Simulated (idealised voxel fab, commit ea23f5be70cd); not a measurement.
The following is a process module called voxel capacitor over wiring.
Shown is cross-section cut, with a width of 175 nm and square cells of size 5 nm.
For the purposes of this document, a cross-section shall be understood as a grid of square cells, specified as bands listed in top-to-bottom order, each band consisting of one or more rows of cells.
The band entry comprises the height of the band's top followed by the height of its bottom, expressed in nm, and subsequently the band's materials from left to right, each stated together with its width in nm. Where a single material is marked with the word "throughout", that material fills the band from edge to edge. The word "air" represents empty space.
The reference from which all heights are counted is 0, the level beneath which the as-received wafer is entirely one material; the lowest band, having no lower bound, proceeds downward and is written after the example "top 0, no bottom".
Quick explanation for "30->40": the width changes in equal steps down the rows of cells, from the first number in the band's top row to the second number in its bottom row.
The designation "no change occurred", where it is given for a processing step, indicates that no cell of the cross-section was altered in the course of that step.
"Closed internal voids" enumerates empty spaces isolated from the top, with no open way to it, that contain at least 8 cells, giving each as width x height at distance from the left edge, all three in nm.
Where a step's line continues beyond its settings, the continuation is a remark by the simulator itself on that step.
overlay nm, on a step with a mask: how far to the right of its planned place the mask lay; to the left if negative
Process steps (planned)
1. op RECEIVE | material Si
2. op CONFORMAL_DEP | material SiO2 | thk nm 10
3. op CONFORMAL_DEP | material SiCN | thk nm 5
4. op DIRECTIONAL_DEP | material lowk | thk nm 15
5. op PATTERN | tone open | mask id METAL_1 | material resist | width nm 20 | pitch nm 90 | thk nm 15 | overlay nm 0
6. op DIRECTIONAL_ETCH | etch materials lowk | depth nm 15
7. op DIRECTIONAL_ETCH | etch materials SiCN | depth nm 5
8. op STRIP | etch materials resist
9. op CONFORMAL_DEP | material TiN | thk nm 5
10. op FILL_DEP | material Cu | thk nm 5
11. op CMP | height nm 30
12. op EPI | material Ru | thk nm 5
13. op FILL_DEP | material SiCN | thk nm 5
14. op DIRECTIONAL_DEP | material lowk | thk nm 15
15. op DIRECTIONAL_DEP | material aC | thk nm 10
16. op PATTERN | tone open | mask id PLUG_1 | material resist | width nm 15 | thk nm 25 | overlay nm 0
17. op DIRECTIONAL_ETCH | etch materials aC | depth nm 10
18. op STRIP | etch materials resist
19. op DIRECTIONAL_ETCH | etch materials lowk | depth nm 15
20. op DIRECTIONAL_ETCH | etch materials SiCN | depth nm 5
21. op STRIP | etch materials aC
22. op CONFORMAL_DEP | material TiN | thk nm 5
23. op FILL_DEP | material Ru | thk nm 5
24. op CMP | height nm 55
25. op DIRECTIONAL_DEP | material TiN | thk nm 5
26. op DIRECTIONAL_DEP | material Al2O3 | thk nm 5
27. op DIRECTIONAL_DEP | material TiN | thk nm 5
28. op MASKED_ETCH | tone cover | mask id UPPER_PLATE | width nm 75 | etch materials TiN | depth nm 10 | overlay nm 0
29. op MASKED_ETCH | tone cover | mask id UPPER_PLATE | width nm 75 | etch materials Al2O3 | depth nm 5 | overlay nm 0
30. op MASKED_ETCH | tone cover | mask id LOWER_PLATE | width nm 85 | etch materials TiN | depth nm 5 | overlay nm 0
31. op FILL_DEP | material SiO2 | thk nm 20
32. op CMP | height nm 90
33. op MASKED_ETCH | tone open | mask id PLUG_2 | width nm 15 | etch materials SiO2 | depth nm 15 | overlay nm 0
34. op CONFORMAL_DEP | material TiN | thk nm 5
35. op FILL_DEP | material W | thk nm 10
36. op CMP | height nm 90
37. op CONFORMAL_DEP | material SiN | thk nm 5
Don't read the plan's thk nm for step 27 as applying to every wafer: that's the first wafer's value, and the wafers differ in it, though they all start identical.
Cross-section: the first of several wafers in its as-received state, i.e. following step 1
- top 0, no bottom = Si throughout
- Closed internal voids: none
Where each wafer stands at the end of the module, a row apiece: cells of each material gained (+) or lost (-) since it was received, then closed voids
thk nm 5, +15 Al2O3, +12 Cu, +15 Ru, +82 SiCN, +35 SiN, +259 SiO2, +68 TiN, +2 W, +177 lowk, Closed internal voids: none
thk nm 10, +15 Al2O3, +12 Cu, +15 Ru, +82 SiCN, +35 SiN, +244 SiO2, +83 TiN, +2 W, +177 lowk, Closed internal voids: none
thk nm 15, +35 Al2O3, +12 Cu, +15 Ru, +82 SiCN, +35 SiN, +192 SiO2, +116 TiN, +1 W, +177 lowk, Closed internal voids: none
thk nm 20, +35 Al2O3, +12 Cu, +15 Ru, +82 SiCN, +35 SiN, +160 SiO2, +149 TiN, +177 lowk, Closed internal voids: none
thk nm 25, +35 Al2O3, +12 Cu, +15 Ru, +82 SiCN, +35 SiN, +128 SiO2, +181 TiN, +177 lowk, Closed internal voids: none
